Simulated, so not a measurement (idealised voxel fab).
Documented hereafter: the process module known as voxel fin reveal.
Pictured: cross-section cut, 275 nm wide, on a grid of 5 nm square cells.
How to read a cross-section here: the picture is a grid of square cells, written as bands going from the top down, and any band can span one or more rows of cells.
The band entry comprises the height of the band's top followed by the height of its bottom, expressed in nm, and subsequently the band's materials from left to right, each stated together with its width in nm. Where a single material is marked with the word "throughout", that material fills the band from edge to edge. The word "empty" represents empty space.
All heights in this document are referenced to 0, defined as the level beneath which the wafer, as received, consists entirely of one material. The lowest band is not bounded below; it extends indefinitely downward and is written in the form "0..down".
The width entry "30..40" should be interpreted row by row: the top row of cells in the band takes the first number, the bottom row takes the second number, and the change between adjacent rows is uniform throughout.
Key: "nothing got changed" - step with no changed cell in the cross-section.
This entry, "Sealed void inventory", enumerates those empty regions of no fewer than 8 cells that possess no open connection to the top. Each region is reported in the form width x height at distance, the distance being taken from the left edge, with all three quantities expressed in nm.
Heads up: the bit after the settings on a step's line is the simulator's remark on that step.
When a step includes a mask, the "overlay nm" setting on its line states how far to the right of its planned place that mask lay, and negative values state how far to the left.

**This section lists the process steps that were planned**
1: RECEIVE | material Si
2: CONFORMAL_DEP | material SiN | thk nm 5
3: MASKED_ETCH | tone cover | mask id FINS | width nm 15 | pitch nm 40 | etch materials SiN | depth nm 5 | overlay nm 0
4: MASKED_ETCH | tone cover | mask id FINS | width nm 15 | pitch nm 40 | etch materials Si | depth nm 30 | overlay nm 0
5: FILL_DEP | material SiO2 | thk nm 15
6: CMP | height nm 5
7: SELECTIVE_ETCH | etch materials SiO2 | depth nm 25
8: STRIP | etch materials SiN
9: CONFORMAL_DEP | material SiO2 | thk nm 5

**Concerning the first of two wafers, which was run in accordance with the plan**

**Cross-section of the wafer as it came to us, i.e., already through step 1**
	0..down: Si throughout
	Sealed void inventory: none

**Take a look at the wafer's cross-section after step 2**
	5..0: SiN throughout
	Everything below 0 is unchanged.

**Take a look at the wafer's cross-section after step 3**
	5..0: empty: 110 | SiN: 15 | empty: 25 | SiN: 15 | empty: 110
	Everything below 0 is unchanged.

**Take a look at the wafer's cross-section after step 4**
	5..0: empty: 110 | SiN: 15 | empty: 25 | SiN: 15 | empty: 110
	0..-30: empty: 110 | Si: 15 | empty: 25 | Si: 15 | empty: 110
	Everything below -30 is unchanged.

**Take a look at the wafer's cross-section after step 5**
	20..5: SiO2 throughout
	5..0: SiO2: 110 | SiN: 15 | SiO2: 25 | SiN: 15 | SiO2: 110
	0..-30: SiO2: 110 | Si: 15 | SiO2: 25 | Si: 15 | SiO2: 110
	Everything below -30 is unchanged.

**Take a look at the wafer's cross-section after step 6**
	5..0: SiO2: 110 | SiN: 15 | SiO2: 25 | SiN: 15 | SiO2: 110
	Everything below 0 is unchanged.

**Take a look at the wafer's cross-section after step 7**
	5..0: empty: 110 | SiN: 15 | empty: 25 | SiN: 15 | empty: 110
	0..-20: empty: 110 | Si: 15 | empty: 25 | Si: 15 | empty: 110
	Everything below -20 is unchanged.

**Take a look at the wafer's cross-section after step 8**
	0..-20: empty: 110 | Si: 15 | empty: 25 | Si: 15 | empty: 110
	Everything below -20 is unchanged.

**Take a look at the wafer's cross-section after step 9**
	5..0: empty: 105 | SiO2: 25 | empty: 15 | SiO2: 25 | empty: 105
	0..-15: empty: 105 | SiO2: 5 | Si: 15 | SiO2: 5 | empty: 15 | SiO2: 5 | Si: 15 | SiO2: 5 | empty: 105
	-15..-30: SiO2: 110 | Si: 15 | SiO2: 25 | Si: 15 | SiO2: 110
	Everything below -30 is unchanged.

**Here the second wafer is described. Its start and its plan were those of the first wafer. Its run contained one mistake. Up to and including step 3, it did exactly what the first wafer did**

**Here is the second wafer in cross-section at the point where step 4 of the plan should have been done**
	5..0: empty: 110 | SiN: 15 | empty: 25 | SiN: 15 | empty: 110
	0..-60: empty: 110 | Si: 15 | empty: 25 | Si: 15 | empty: 110
	Everything below -60 is unchanged.

**Here is the second wafer in cross-section at the point where step 5 of the plan should have been done**
	20..5: SiO2 throughout
	5..0: SiO2: 110 | SiN: 15 | SiO2: 25 | SiN: 15 | SiO2: 110
	0..-60: SiO2: 110 | Si: 15 | SiO2: 25 | Si: 15 | SiO2: 110
	Everything below -60 is unchanged.

**Here is the second wafer in cross-section at the point where step 6 of the plan should have been done**
	5..0: SiO2: 110 | SiN: 15 | SiO2: 25 | SiN: 15 | SiO2: 110
	Everything below 0 is unchanged.

**Here is the second wafer in cross-section at the point where step 7 of the plan should have been done**
	5..0: empty: 110 | SiN: 15 | empty: 25 | SiN: 15 | empty: 110
	0..-20: empty: 110 | Si: 15 | empty: 25 | Si: 15 | empty: 110
	Everything below -20 is unchanged.

**Here is the second wafer in cross-section at the point where step 8 of the plan should have been done**
	0..-20: empty: 110 | Si: 15 | empty: 25 | Si: 15 | empty: 110
	Everything below -20 is unchanged.

**Here is the second wafer in cross-section at the point where step 9 of the plan should have been done**
	5..0: empty: 105 | SiO2: 25 | empty: 15 | SiO2: 25 | empty: 105
	0..-15: empty: 105 | SiO2: 5 | Si: 15 | SiO2: 5 | empty: 15 | SiO2: 5 | Si: 15 | SiO2: 5 | empty: 105
	-15..-60: SiO2: 110 | Si: 15 | SiO2: 25 | Si: 15 | SiO2: 110
	Everything below -60 is unchanged.
What was the processing mistake? yeah, plan step 4 got run twice
Per the end-of-run cell counts, the second wafer holds more or fewer of some materials than the first: -294 Si; +294 SiO2
